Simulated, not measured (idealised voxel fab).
process module | voxel trench capacitor
cross-section cut | 145 nm wide | cells 5 nm
A cross-section is a grid of square cells, given in bands from the top down. A band is one or more rows of cells.
Each band's line starts with the height of the band's top and of its bottom, in nm. Then come its materials from left to right, each with its width in nm. One material with "throughout" fills the band from edge to edge. "air" is empty space.
Height 0 is the level under which the wafer as received is all one material. The lowest band goes on downwards, as in "0 down".
A width such as "30 to 40" changes by the same amount from each row of cells to the next, from the band's top row to its bottom row.
"no change" after a step means that no cell of the cross-section changed.
closed voids: empty space of 8 cells or more with no open way to the top, each as width x height at its distance from the left edge, in nm
after a step's settings: what the simulator itself notes on the step
overlay nm, on a step with a mask: how far to the right of its planned place the mask lay; to the left if negative
Each pair below shows a cross-section before one step and the cross-section after it, down to the lowest band that changed. The line under each pair gives the step between them, with its settings. The pairs can come from different runs of this module on the same starting wafer, so a pair continues from the pair above only where its "before" says so.
before
  0 down: Si throughout
  closed voids: none
after
  10 to 0: SiN throughout
  below 0: unchanged
  closed voids: none
the step between: op CONFORMAL_DEP | material SiN | thk nm 10
before: the cross-section after the pair above
after
  10 to 0: SiN 35 | air 30 | SiN 15 | air 30 | SiN 35
  below 0: unchanged
  closed voids: none
the step between: op MASKED_ETCH | tone open | mask id TRENCH | width nm 30 | pitch nm 45 | etch materials SiN | depth nm 10 | overlay nm 0
before: the cross-section after the pair above
after
  10 to 0: SiN 35 | air 30 | SiN 15 | air 30 | SiN 35
  0 to -25: Si 35 | air 30 | Si 15 | air 30 | Si 35
  below -25: unchanged
  closed voids: none
the step between: op MASKED_ETCH | tone open | mask id TRENCH | width nm 30 | pitch nm 45 | etch materials Si | depth nm 25 | overlay nm 0
before: the cross-section after the pair above
after
  15 to 10: Al2O3 40 | air 20 | Al2O3 25 | air 20 | Al2O3 40
  10 to 0: SiN 35 | Al2O3 5 | air 20 | Al2O3 5 | SiN 15 | Al2O3 5 | air 20 | Al2O3 5 | SiN 35
  0 to -20: Si 35 | Al2O3 5 | air 20 | Al2O3 5 | Si 15 | Al2O3 5 | air 20 | Al2O3 5 | Si 35
  -20 to -25: Si 35 | Al2O3 30 | Si 15 | Al2O3 30 | Si 35
  below -25: unchanged
  closed voids: none
the step between: op CONFORMAL_DEP | material Al2O3 | thk nm 5
before: the cross-section after the pair above
after
  20 to 15: TiN 45 | air 10 | TiN 35 | air 10 | TiN 45
  15 to 10: Al2O3 40 | TiN 5 | air 10 | TiN 5 | Al2O3 25 | TiN 5 | air 10 | TiN 5 | Al2O3 40
  10 to 0: SiN 35 | Al2O3 5 | TiN 5 | air 10 | TiN 5 | Al2O3 5 | SiN 15 | Al2O3 5 | TiN 5 | air 10 | TiN 5 | Al2O3 5 | SiN 35
  0 to -15: Si 35 | Al2O3 5 | TiN 5 | air 10 | TiN 5 | Al2O3 5 | Si 15 | Al2O3 5 | TiN 5 | air 10 | TiN 5 | Al2O3 5 | Si 35
  -15 to -20: Si 35 | Al2O3 5 | TiN 20 | Al2O3 5 | Si 15 | Al2O3 5 | TiN 20 | Al2O3 5 | Si 35
  below -20: unchanged
  closed voids: none
the step between: op CONFORMAL_DEP | material TiN | thk nm 5
before: the cross-section after the pair above
after
  30 to 20: W throughout
  20 to 15: TiN 45 | W 10 | TiN 35 | W 10 | TiN 45
  15 to 10: Al2O3 40 | TiN 5 | W 10 | TiN 5 | Al2O3 25 | TiN 5 | W 10 | TiN 5 | Al2O3 40
  10 to 0: SiN 35 | Al2O3 5 | TiN 5 | W 10 | TiN 5 | Al2O3 5 | SiN 15 | Al2O3 5 | TiN 5 | W 10 | TiN 5 | Al2O3 5 | SiN 35
  0 to -15: Si 35 | Al2O3 5 | TiN 5 | W 10 | TiN 5 | Al2O3 5 | Si 15 | Al2O3 5 | TiN 5 | W 10 | TiN 5 | Al2O3 5 | Si 35
  below -15: unchanged
  closed voids: none
the step between: op FILL_DEP | material W | thk nm 10
before: the cross-section after the pair above
after
  10 to 0: SiN 35 | Al2O3 5 | TiN 5 | W 10 | TiN 5 | Al2O3 5 | SiN 15 | Al2O3 5 | TiN 5 | W 10 | TiN 5 | Al2O3 5 | SiN 35
  below 0: unchanged
  closed voids: none
the step between: op CMP | height nm 10
before
  10 to 0: SiN 35 | air 30 | SiN 15 | air 30 | SiN 35
  0 to -25: Si 35 | air 30 | Si 15 | air 30 | Si 35
  -25 down: Si throughout
  closed voids: none
after
  15 to 10: TiN 40 | air 20 | TiN 25 | air 20 | TiN 40
  10 to 0: SiN 35 | TiN 5 | air 20 | TiN 5 | SiN 15 | TiN 5 | air 20 | TiN 5 | SiN 35
  0 to -20: Si 35 | TiN 5 | air 20 | TiN 5 | Si 15 | TiN 5 | air 20 | TiN 5 | Si 35
  -20 to -25: Si 35 | TiN 30 | Si 15 | TiN 30 | Si 35
  below -25: unchanged
  closed voids: none
the step between: op CONFORMAL_DEP | material TiN | thk nm 5
before: the cross-section after the pair above
after
  25 to 15: W throughout
  15 to 10: TiN 40 | W 20 | TiN 25 | W 20 | TiN 40
  10 to 0: SiN 35 | TiN 5 | W 20 | TiN 5 | SiN 15 | TiN 5 | W 20 | TiN 5 | SiN 35
  0 to -20: Si 35 | TiN 5 | W 20 | TiN 5 | Si 15 | TiN 5 | W 20 | TiN 5 | Si 35
  below -20: unchanged
  closed voids: none
the step between: op FILL_DEP | material W | thk nm 10
before: the cross-section after the pair above
after
  10 to 0: SiN 35 | TiN 5 | W 20 | TiN 5 | SiN 15 | TiN 5 | W 20 | TiN 5 | SiN 35
  below 0: unchanged
  closed voids: none
the step between: op CMP | height nm 10
before
  10 to 0: SiN 35 | air 30 | SiN 15 | air 30 | SiN 35
  0 to -25: Si 35 | air 30 | Si 15 | air 30 | Si 35
  -25 down: Si throughout
  closed voids: none
after
  10 to 0: SiN 35 | air 30 | SiN 15 | air 30 | SiN 35
  0 to -50: Si 35 | air 30 | Si 15 | air 30 | Si 35
  below -50: unchanged
  closed voids: none
the step between: op MASKED_ETCH | tone open | mask id TRENCH | width nm 30 | pitch nm 45 | etch materials Si | depth nm 25 | overlay nm 0
before: the cross-section after the pair above
after
  15 to 10: Al2O3 40 | air 20 | Al2O3 25 | air 20 | Al2O3 40
  10 to 0: SiN 35 | Al2O3 5 | air 20 | Al2O3 5 | SiN 15 | Al2O3 5 | air 20 | Al2O3 5 | SiN 35
  0 to -45: Si 35 | Al2O3 5 | air 20 | Al2O3 5 | Si 15 | Al2O3 5 | air 20 | Al2O3 5 | Si 35
  -45 to -50: Si 35 | Al2O3 30 | Si 15 | Al2O3 30 | Si 35
  below -50: unchanged
  closed voids: none
the step between: op CONFORMAL_DEP | material Al2O3 | thk nm 5
before: the cross-section after the pair above
after
  20 to 15: TiN 45 | air 10 | TiN 35 | air 10 | TiN 45
  15 to 10: Al2O3 40 | TiN 5 | air 10 | TiN 5 | Al2O3 25 | TiN 5 | air 10 | TiN 5 | Al2O3 40
  10 to 0: SiN 35 | Al2O3 5 | TiN 5 | air 10 | TiN 5 | Al2O3 5 | SiN 15 | Al2O3 5 | TiN 5 | air 10 | TiN 5 | Al2O3 5 | SiN 35
  0 to -40: Si 35 | Al2O3 5 | TiN 5 | air 10 | TiN 5 | Al2O3 5 | Si 15 | Al2O3 5 | TiN 5 | air 10 | TiN 5 | Al2O3 5 | Si 35
  -40 to -45: Si 35 | Al2O3 5 | TiN 20 | Al2O3 5 | Si 15 | Al2O3 5 | TiN 20 | Al2O3 5 | Si 35
  below -45: unchanged
  closed voids: none
the step between: op CONFORMAL_DEP | material TiN | thk nm 5
before: the cross-section after the pair above
after
  30 to 20: W throughout
  20 to 15: TiN 45 | W 10 | TiN 35 | W 10 | TiN 45
  15 to 10: Al2O3 40 | TiN 5 | W 10 | TiN 5 | Al2O3 25 | TiN 5 | W 10 | TiN 5 | Al2O3 40
  10 to 0: SiN 35 | Al2O3 5 | TiN 5 | W 10 | TiN 5 | Al2O3 5 | SiN 15 | Al2O3 5 | TiN 5 | W 10 | TiN 5 | Al2O3 5 | SiN 35
  0 to -40: Si 35 | Al2O3 5 | TiN 5 | W 10 | TiN 5 | Al2O3 5 | Si 15 | Al2O3 5 | TiN 5 | W 10 | TiN 5 | Al2O3 5 | Si 35
  below -40: unchanged
  closed voids: none
the step between: op FILL_DEP | material W | thk nm 10
before: the cross-section after the pair above
after
  10 to 0: SiN 35 | Al2O3 5 | TiN 5 | W 10 | TiN 5 | Al2O3 5 | SiN 15 | Al2O3 5 | TiN 5 | W 10 | TiN 5 | Al2O3 5 | SiN 35
  below 0: unchanged
  closed voids: none
the step between: op CMP | height nm 10
before
  15 to 10: TiN 40 | air 20 | TiN 25 | air 20 | TiN 40
  10 to 0: SiN 35 | TiN 5 | air 20 | TiN 5 | SiN 15 | TiN 5 | air 20 | TiN 5 | SiN 35
  0 to -20: Si 35 | TiN 5 | air 20 | TiN 5 | Si 15 | TiN 5 | air 20 | TiN 5 | Si 35
  -20 to -25: Si 35 | TiN 30 | Si 15 | TiN 30 | Si 35
  -25 down: Si throughout
  closed voids: none
after
  20 to 15: Al2O3 45 | air 10 | Al2O3 35 | air 10 | Al2O3 45
  15 to 10: TiN 40 | Al2O3 5 | air 10 | Al2O3 5 | TiN 25 | Al2O3 5 | air 10 | Al2O3 5 | TiN 40
  10 to 0: SiN 35 | TiN 5 | Al2O3 5 | air 10 | Al2O3 5 | TiN 5 | SiN 15 | TiN 5 | Al2O3 5 | air 10 | Al2O3 5 | TiN 5 | SiN 35
  0 to -15: Si 35 | TiN 5 | Al2O3 5 | air 10 | Al2O3 5 | TiN 5 | Si 15 | TiN 5 | Al2O3 5 | air 10 | Al2O3 5 | TiN 5 | Si 35
  -15 to -20: Si 35 | TiN 5 | Al2O3 20 | TiN 5 | Si 15 | TiN 5 | Al2O3 20 | TiN 5 | Si 35
  below -20: unchanged
  closed voids: none
the step between: op CONFORMAL_DEP | material Al2O3 | thk nm 5
before: the cross-section after the pair above
after
  30 to 20: W throughout
  20 to 15: Al2O3 45 | W 10 | Al2O3 35 | W 10 | Al2O3 45
  15 to 10: TiN 40 | Al2O3 5 | W 10 | Al2O3 5 | TiN 25 | Al2O3 5 | W 10 | Al2O3 5 | TiN 40
  10 to 0: SiN 35 | TiN 5 | Al2O3 5 | W 10 | Al2O3 5 | TiN 5 | SiN 15 | TiN 5 | Al2O3 5 | W 10 | Al2O3 5 | TiN 5 | SiN 35
  0 to -15: Si 35 | TiN 5 | Al2O3 5 | W 10 | Al2O3 5 | TiN 5 | Si 15 | TiN 5 | Al2O3 5 | W 10 | Al2O3 5 | TiN 5 | Si 35
  below -15: unchanged
  closed voids: none
the step between: op FILL_DEP | material W | thk nm 10
before: the cross-section after the pair above
after
  10 to 0: SiN 35 | TiN 5 | Al2O3 5 | W 10 | Al2O3 5 | TiN 5 | SiN 15 | TiN 5 | Al2O3 5 | W 10 | Al2O3 5 | TiN 5 | SiN 35
  below 0: unchanged
  closed voids: none
the step between: op CMP | height nm 10
before
  10 to 0: SiN 35 | air 30 | SiN 15 | air 30 | SiN 35
  0 down: Si throughout
  closed voids: none
after
  10 to 0: SiN 35 | air 30 | SiN 15 | air 30 | SiN 35
  0 to -35: Si 35 | air 30 | Si 15 | air 30 | Si 35
  below -35: unchanged
  closed voids: none
the step between: op MASKED_ETCH | tone open | mask id TRENCH | width nm 30 | pitch nm 45 | etch materials Si | depth nm 35 | overlay nm 0
before: the cross-section after the pair above
after
  15 to 10: Al2O3 40 | air 20 | Al2O3 25 | air 20 | Al2O3 40
  10 to 0: SiN 35 | Al2O3 5 | air 20 | Al2O3 5 | SiN 15 | Al2O3 5 | air 20 | Al2O3 5 | SiN 35
  0 to -30: Si 35 | Al2O3 5 | air 20 | Al2O3 5 | Si 15 | Al2O3 5 | air 20 | Al2O3 5 | Si 35
  -30 to -35: Si 35 | Al2O3 30 | Si 15 | Al2O3 30 | Si 35
  below -35: unchanged
  closed voids: none
the step between: op CONFORMAL_DEP | material Al2O3 | thk nm 5
before: the cross-section after the pair above
after
  20 to 15: TiN 45 | air 10 | TiN 35 | air 10 | TiN 45
  15 to 10: Al2O3 40 | TiN 5 | air 10 | TiN 5 | Al2O3 25 | TiN 5 | air 10 | TiN 5 | Al2O3 40
  10 to 0: SiN 35 | Al2O3 5 | TiN 5 | air 10 | TiN 5 | Al2O3 5 | SiN 15 | Al2O3 5 | TiN 5 | air 10 | TiN 5 | Al2O3 5 | SiN 35
  0 to -25: Si 35 | Al2O3 5 | TiN 5 | air 10 | TiN 5 | Al2O3 5 | Si 15 | Al2O3 5 | TiN 5 | air 10 | TiN 5 | Al2O3 5 | Si 35
  -25 to -30: Si 35 | Al2O3 5 | TiN 20 | Al2O3 5 | Si 15 | Al2O3 5 | TiN 20 | Al2O3 5 | Si 35
  below -30: unchanged
  closed voids: none
the step between: op CONFORMAL_DEP | material TiN | thk nm 5
before: the cross-section after the pair above
after
  30 to 20: W throughout
  20 to 15: TiN 45 | W 10 | TiN 35 | W 10 | TiN 45
  15 to 10: Al2O3 40 | TiN 5 | W 10 | TiN 5 | Al2O3 25 | TiN 5 | W 10 | TiN 5 | Al2O3 40
  10 to 0: SiN 35 | Al2O3 5 | TiN 5 | W 10 | TiN 5 | Al2O3 5 | SiN 15 | Al2O3 5 | TiN 5 | W 10 | TiN 5 | Al2O3 5 | SiN 35
  0 to -25: Si 35 | Al2O3 5 | TiN 5 | W 10 | TiN 5 | Al2O3 5 | Si 15 | Al2O3 5 | TiN 5 | W 10 | TiN 5 | Al2O3 5 | Si 35
  below -25: unchanged
  closed voids: none
the step between: op FILL_DEP | material W | thk nm 10
before: the cross-section after the pair above
after
  10 to 0: SiN 35 | Al2O3 5 | TiN 5 | W 10 | TiN 5 | Al2O3 5 | SiN 15 | Al2O3 5 | TiN 5 | W 10 | TiN 5 | Al2O3 5 | SiN 35
  below 0: unchanged
  closed voids: none
the step between: op CMP | height nm 10
before
  10 to 0: SiN throughout
  0 down: Si throughout
  closed voids: none
after
  10 to 0: SiN 40 | air 20 | SiN 25 | air 20 | SiN 40
  below 0: unchanged
  closed voids: none
the step between: op MASKED_ETCH | tone open | mask id TRENCH | width nm 20 | pitch nm 45 | etch materials SiN | depth nm 10 | overlay nm 0
before: the cross-section after the pair above
after
  10 to 0: SiN 40 | air 20 | SiN 25 | air 20 | SiN 40
  0 to -25: Si 40 | air 20 | Si 25 | air 20 | Si 40
  below -25: unchanged
  closed voids: none
the step between: op MASKED_ETCH | tone open | mask id TRENCH | width nm 30 | pitch nm 45 | etch materials Si | depth nm 25 | overlay nm 0
before: the cross-section after the pair above
after
  15 to 10: Al2O3 45 | air 10 | Al2O3 35 | air 10 | Al2O3 45
  10 to 0: SiN 40 | Al2O3 5 | air 10 | Al2O3 5 | SiN 25 | Al2O3 5 | air 10 | Al2O3 5 | SiN 40
  0 to -20: Si 40 | Al2O3 5 | air 10 | Al2O3 5 | Si 25 | Al2O3 5 | air 10 | Al2O3 5 | Si 40
  -20 to -25: Si 40 | Al2O3 20 | Si 25 | Al2O3 20 | Si 40
  below -25: unchanged
  closed voids: none
the step between: op CONFORMAL_DEP | material Al2O3 | thk nm 5
before: the cross-section after the pair above
after
  20 to 15: TiN throughout
  15 to 10: Al2O3 45 | TiN 10 | Al2O3 35 | TiN 10 | Al2O3 45
  10 to 0: SiN 40 | Al2O3 5 | TiN 10 | Al2O3 5 | SiN 25 | Al2O3 5 | TiN 10 | Al2O3 5 | SiN 40
  0 to -20: Si 40 | Al2O3 5 | TiN 10 | Al2O3 5 | Si 25 | Al2O3 5 | TiN 10 | Al2O3 5 | Si 40
  below -20: unchanged
  closed voids: none
the step between: op CONFORMAL_DEP | material TiN | thk nm 5
before: the cross-section after the pair above
after
  30 to 20: W throughout
  below 20: unchanged
  closed voids: none
the step between: op FILL_DEP | material W | thk nm 10
before: the cross-section after the pair above
after
  10 to 0: SiN 40 | Al2O3 5 | TiN 10 | Al2O3 5 | SiN 25 | Al2O3 5 | TiN 10 | Al2O3 5 | SiN 40
  below 0: unchanged
  closed voids: none
the step between: op CMP | height nm 10
before
  10 to 0: SiN 35 | air 30 | SiN 15 | air 30 | SiN 35
  0 down: Si throughout
  closed voids: none
after
  10 to 0: SiN 35 | air 30 | SiN 15 | air 30 | SiN 35
  0 to -25: Si 35 | air 25 | Si 20 | air 25 | Si 40
  below -25: unchanged
  closed voids: none
the step between: op MASKED_ETCH | tone open | mask id TRENCH | width nm 30 | pitch nm 45 | etch materials Si | depth nm 25 | overlay nm -5
before: the cross-section after the pair above
after
  15 to 10: Al2O3 40 | air 20 | Al2O3 25 | air 20 | Al2O3 40
  10 to 0: SiN 35 | Al2O3 5 | air 20 to 15 | Al2O3 5 to 10 | SiN 15 | Al2O3 5 | air 20 to 15 | Al2O3 5 to 10 | SiN 35
  0 to -20: Si 35 | Al2O3 5 | air 15 | Al2O3 5 | Si 20 | Al2O3 5 | air 15 | Al2O3 5 | Si 40
  -20 to -25: Si 35 | Al2O3 25 | Si 20 | Al2O3 25 | Si 40
  below -25: unchanged
  closed voids: none
the step between: op CONFORMAL_DEP | material Al2O3 | thk nm 5
before: the cross-section after the pair above
after
  20 to 15: TiN 45 | air 10 | TiN 35 | air 10 | TiN 45
  15 to 10: Al2O3 40 | TiN 5 | air 10 | TiN 5 | Al2O3 25 | TiN 5 | air 10 | TiN 5 | Al2O3 40
  10 to 0: SiN 35 | Al2O3 5 | TiN 5 | air 5 | TiN 10 to 5 | Al2O3 5 to 10 | SiN 15 | Al2O3 5 | TiN 5 | air 5 | TiN 10 to 5 | Al2O3 5 to 10 | SiN 35
  0 to -15: Si 35 | Al2O3 5 | TiN 5 | air 5 | TiN 5 | Al2O3 5 | Si 20 | Al2O3 5 | TiN 5 | air 5 | TiN 5 | Al2O3 5 | Si 40
  -15 to -20: Si 35 | Al2O3 5 | TiN 15 | Al2O3 5 | Si 20 | Al2O3 5 | TiN 15 | Al2O3 5 | Si 40
  below -20: unchanged
  closed voids: none
the step between: op CONFORMAL_DEP | material TiN | thk nm 5
before: the cross-section after the pair above
after
  30 to 20: W throughout
  20 to 15: TiN 45 | W 10 | TiN 35 | W 10 | TiN 45
  15 to 10: Al2O3 40 | TiN 5 | W 10 | TiN 5 | Al2O3 25 | TiN 5 | W 10 | TiN 5 | Al2O3 40
  10 to 0: SiN 35 | Al2O3 5 | TiN 5 | W 5 | TiN 10 to 5 | Al2O3 5 to 10 | SiN 15 | Al2O3 5 | TiN 5 | W 5 | TiN 10 to 5 | Al2O3 5 to 10 | SiN 35
  0 to -15: Si 35 | Al2O3 5 | TiN 5 | W 5 | TiN 5 | Al2O3 5 | Si 20 | Al2O3 5 | TiN 5 | W 5 | TiN 5 | Al2O3 5 | Si 40
  below -15: unchanged
  closed voids: none
the step between: op FILL_DEP | material W | thk nm 10
before: the cross-section after the pair above
after
  10 to 0: SiN 35 | Al2O3 5 | TiN 5 | W 5 | TiN 10 to 5 | Al2O3 5 to 10 | SiN 15 | Al2O3 5 | TiN 5 | W 5 | TiN 10 to 5 | Al2O3 5 to 10 | SiN 35
  below 0: unchanged
  closed voids: none
the step between: op CMP | height nm 10
before
  0 down: Si throughout
  closed voids: none
after
  10 to 0: W throughout
  below 0: unchanged
  closed voids: none
the step between: op CONFORMAL_DEP | material W | thk nm 10
before: the cross-section after the pair above
after
  15 to 10: Al2O3 throughout
  below 10: unchanged
  closed voids: none
the step between: op CONFORMAL_DEP | material Al2O3 | thk nm 5
before: the cross-section after the pair above
after
  20 to 15: TiN throughout
  below 15: unchanged
  closed voids: none
the step between: op CONFORMAL_DEP | material TiN | thk nm 5
before: the cross-section after the pair above
after
  30 to 20: W throughout
  below 20: unchanged
  closed voids: none
the step between: op FILL_DEP | material W | thk nm 10
before: the cross-section after the pair above
after
  10 to 0: W throughout
  below 0: unchanged
  closed voids: none
the step between: op CMP | height nm 10
before
  10 to 0: SiN throughout
  0 down: Si throughout
  closed voids: none
after
  10 to 0: air 35 | SiN 30 | air 15 | SiN 30 | air 35
  below 0: unchanged
  closed voids: none
the step between: op MASKED_ETCH | tone cover | mask id TRENCH | width nm 30 | pitch nm 45 | etch materials SiN | depth nm 10 | overlay nm 0
before: the cross-section after the pair above
after
  15 to 10: air 30 | Al2O3 40 | air 5 | Al2O3 40 | air 30
  10 to 5: air 30 | Al2O3 5 | SiN 30 | Al2O3 5 | air 5 | Al2O3 5 | SiN 30 | Al2O3 5 | air 30
  5 to 0: Al2O3 35 | SiN 30 | Al2O3 15 | SiN 30 | Al2O3 35
  below 0: unchanged
  closed voids: none
the step between: op CONFORMAL_DEP | material Al2O3 | thk nm 5
before: the cross-section after the pair above
after
  20 to 15: air 25 | TiN 95 | air 25
  15 to 10: air 25 | TiN 5 | Al2O3 40 | TiN 5 | Al2O3 40 | TiN 5 | air 25
  10 to 5: TiN 30 | Al2O3 5 | SiN 30 | Al2O3 5 | TiN 5 | Al2O3 5 | SiN 30 | Al2O3 5 | TiN 30
  below 5: unchanged
  closed voids: none
the step between: op CONFORMAL_DEP | material TiN | thk nm 5
before: the cross-section after the pair above
after
  30 to 20: W throughout
  20 to 15: W 25 | TiN 95 | W 25
  15 to 10: W 25 | TiN 5 | Al2O3 40 | TiN 5 | Al2O3 40 | TiN 5 | W 25
  below 10: unchanged
  closed voids: none
the step between: op FILL_DEP | material W | thk nm 10
before: the cross-section after the pair above
after
  10 to 5: TiN 30 | Al2O3 5 | SiN 30 | Al2O3 5 | TiN 5 | Al2O3 5 | SiN 30 | Al2O3 5 | TiN 30
  below 5: unchanged
  closed voids: none
the step between: op CMP | height nm 10
